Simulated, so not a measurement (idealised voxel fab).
Documented hereafter: the process module known as voxel fin reveal.
Displayed cross-section: cut, width of 175 nm, square cells sized 5 nm.
Think of the cross-section as a grid of square cells. We describe it in bands, top to bottom, and each band covers one or more rows of those cells. The band entry comprises the height of the band's top followed by the height of its bottom, expressed in nm, and subsequently the band's materials from left to right, each stated together with its width in nm. Where a single material is marked with the word "all across", that material fills the band from edge to edge. The word "blank" represents empty space. Beneath 0, the wafer as received is one material, and that level is where height counting begins. The lowest band goes on downward without a bottom; it is written like "0 -> down". The two numbers in a width such as "30 to 40" mark its ends across the band: the first belongs to the top row of cells, the second to the bottom row, and from each row to the next the width moves by the same amount. Key: "no modifications" - step with no changed cell in the cross-section. Voids not open to the top, 8 cells minimum: see "Fully closed voids". Written width x height at distance; distance is from the left edge; nm. That trailing text on a step's line, after the settings, is the simulator's own remark on the step. "overlay nm" denotes, for a step that has a mask, the displacement of the mask to the right of its planned place, with negative values corresponding to the left.
### This section lists the process steps that were planned
- 1: RECEIVE [material Si]
- 2: CONFORMAL_DEP [material SiN] [thk nm 10]
- 3: DIRECTIONAL_DEP [material aC] [thk nm 10]
- 4: PATTERN [tone cover] [mask id FINS] [material resist] [width nm 15] [pitch nm 45] [thk nm 25] [overlay nm 0]
- 5: DIRECTIONAL_ETCH [etch materials aC] [depth nm 10]
- 6: STRIP [etch materials resist]
- 7: DIRECTIONAL_ETCH [etch materials SiN] [depth nm 10]
- 8: DIRECTIONAL_ETCH [etch materials Si] [depth nm 35]
- 9: STRIP [etch materials aC]
- 10: FILL_DEP [material SiO2] [thk nm 15]
- 11: CMP [height nm 10]
- 12: SELECTIVE_ETCH [etch materials SiO2] [depth nm 35]
- 13: STRIP [etch materials SiN]
### First of two wafers, processed according to plan
### Cross-section, incoming material, after step 1
0 -> down | Si all across
Fully closed voids: none
### After step 2, in cross-section
10 -> 0 | SiN all across
Anything lower than 0 is untouched.
### After step 3, in cross-section
20 -> 10 | aC all across
Anything lower than 10 is untouched.
### After step 4, in cross-section
45 -> 20 | 35 blank / 15 resist / 30 blank / 15 resist / 30 blank / 15 resist / 35 blank
Anything lower than 20 is untouched.
### After step 5, in cross-section
35 -> 20 | 35 blank / 15 resist / 30 blank / 15 resist / 30 blank / 15 resist / 35 blank
20 -> 10 | 35 blank / 15 aC / 30 blank / 15 aC / 30 blank / 15 aC / 35 blank
Anything lower than 10 is untouched.
### After step 6, in cross-section
20 -> 10 | 35 blank / 15 aC / 30 blank / 15 aC / 30 blank / 15 aC / 35 blank
Anything lower than 10 is untouched.
### After step 7, in cross-section
20 -> 10 | 35 blank / 15 aC / 30 blank / 15 aC / 30 blank / 15 aC / 35 blank
10 -> 0 | 35 blank / 15 SiN / 30 blank / 15 SiN / 30 blank / 15 SiN / 35 blank
Anything lower than 0 is untouched.
### After step 8, in cross-section
20 -> 10 | 35 blank / 15 aC / 30 blank / 15 aC / 30 blank / 15 aC / 35 blank
10 -> 0 | 35 blank / 15 SiN / 30 blank / 15 SiN / 30 blank / 15 SiN / 35 blank
0 -> -35 | 35 blank / 15 Si / 30 blank / 15 Si / 30 blank / 15 Si / 35 blank
Anything lower than -35 is untouched.
### After step 9, in cross-section
10 -> 0 | 35 blank / 15 SiN / 30 blank / 15 SiN / 30 blank / 15 SiN / 35 blank
Anything lower than 0 is untouched.
### After step 10, in cross-section
25 -> 10 | SiO2 all across
10 -> 0 | 35 SiO2 / 15 SiN / 30 SiO2 / 15 SiN / 30 SiO2 / 15 SiN / 35 SiO2
0 -> -35 | 35 SiO2 / 15 Si / 30 SiO2 / 15 Si / 30 SiO2 / 15 Si / 35 SiO2
Anything lower than -35 is untouched.
### After step 11, in cross-section
10 -> 0 | 35 SiO2 / 15 SiN / 30 SiO2 / 15 SiN / 30 SiO2 / 15 SiN / 35 SiO2
Anything lower than 0 is untouched.
### After step 12, in cross-section
10 -> 0 | 35 blank / 15 SiN / 30 blank / 15 SiN / 30 blank / 15 SiN / 35 blank
0 -> -25 | 35 blank / 15 Si / 30 blank / 15 Si / 30 blank / 15 Si / 35 blank
Anything lower than -25 is untouched.
### After step 13, in cross-section
0 -> -25 | 35 blank / 15 Si / 30 blank / 15 Si / 30 blank / 15 Si / 35 blank
Anything lower than -25 is untouched.
### The second wafer was prepared from the same starting point and under the same plan as the first; its processing contained one mistake, and it remains indistinguishable from the first wafer up to and including step 3
### The second wafer cut through, at the time step 4 was supposed to be finished
45 -> 20 | 35 resist / 15 blank / 30 resist / 15 blank / 30 resist / 15 blank / 35 resist
Anything lower than 20 is untouched.
### The second wafer cut through, at the time step 5 was supposed to be finished
35 -> 20 | 35 resist / 15 blank / 30 resist / 15 blank / 30 resist / 15 blank / 35 resist
20 -> 10 | 35 aC / 15 blank / 30 aC / 15 blank / 30 aC / 15 blank / 35 aC
Anything lower than 10 is untouched.
### The second wafer cut through, at the time step 6 was supposed to be finished
20 -> 10 | 35 aC / 15 blank / 30 aC / 15 blank / 30 aC / 15 blank / 35 aC
Anything lower than 10 is untouched.
### The second wafer cut through, at the time step 7 was supposed to be finished
20 -> 10 | 35 aC / 15 blank / 30 aC / 15 blank / 30 aC / 15 blank / 35 aC
10 -> 0 | 35 SiN / 15 blank / 30 SiN / 15 blank / 30 SiN / 15 blank / 35 SiN
Anything lower than 0 is untouched.
### The second wafer cut through, at the time step 8 was supposed to be finished
20 -> 10 | 35 aC / 15 blank / 30 aC / 15 blank / 30 aC / 15 blank / 35 aC
10 -> 0 | 35 SiN / 15 blank / 30 SiN / 15 blank / 30 SiN / 15 blank / 35 SiN
0 -> -35 | 35 Si / 15 blank / 30 Si / 15 blank / 30 Si / 15 blank / 35 Si
Anything lower than -35 is untouched.
### The second wafer cut through, at the time step 9 was supposed to be finished
10 -> 0 | 35 SiN / 15 blank / 30 SiN / 15 blank / 30 SiN / 15 blank / 35 SiN
Anything lower than 0 is untouched.
### The second wafer cut through, at the time step 10 was supposed to be finished
25 -> 10 | SiO2 all across
10 -> 0 | 35 SiN / 15 SiO2 / 30 SiN / 15 SiO2 / 30 SiN / 15 SiO2 / 35 SiN
0 -> -35 | 35 Si / 15 SiO2 / 30 Si / 15 SiO2 / 30 Si / 15 SiO2 / 35 Si
Anything lower than -35 is untouched.
### The second wafer cut through, at the time step 11 was supposed to be finished
10 -> 0 | 35 SiN / 15 SiO2 / 30 SiN / 15 SiO2 / 30 SiN / 15 SiO2 / 35 SiN
Anything lower than 0 is untouched.
### The second wafer cut through, at the time step 12 was supposed to be finished
10 -> 0 | 35 SiN / 15 blank / 30 SiN / 15 blank / 30 SiN / 15 blank / 35 SiN
0 -> -25 | 35 Si / 15 blank / 30 Si / 15 blank / 30 Si / 15 blank / 35 Si
Anything lower than -25 is untouched.
### The second wafer cut through, at the time step 13 was supposed to be finished
0 -> -25 | 35 Si / 15 blank / 30 Si / 15 blank / 30 Si / 15 blank / 35 Si
Anything lower than -25 is untouched.
Deviation from plan: step 4 changed vs plan, executed as PATTERN [tone open] [mask id FINS] [material resist] [width nm 15] [pitch nm 45] [thk nm 25] [overlay nm 0]
It is noted that, at the conclusion of processing, the second wafer exhibits a higher or lower cell count for certain materials relative to the first: 119 more of Si, 34 fewer of SiO2
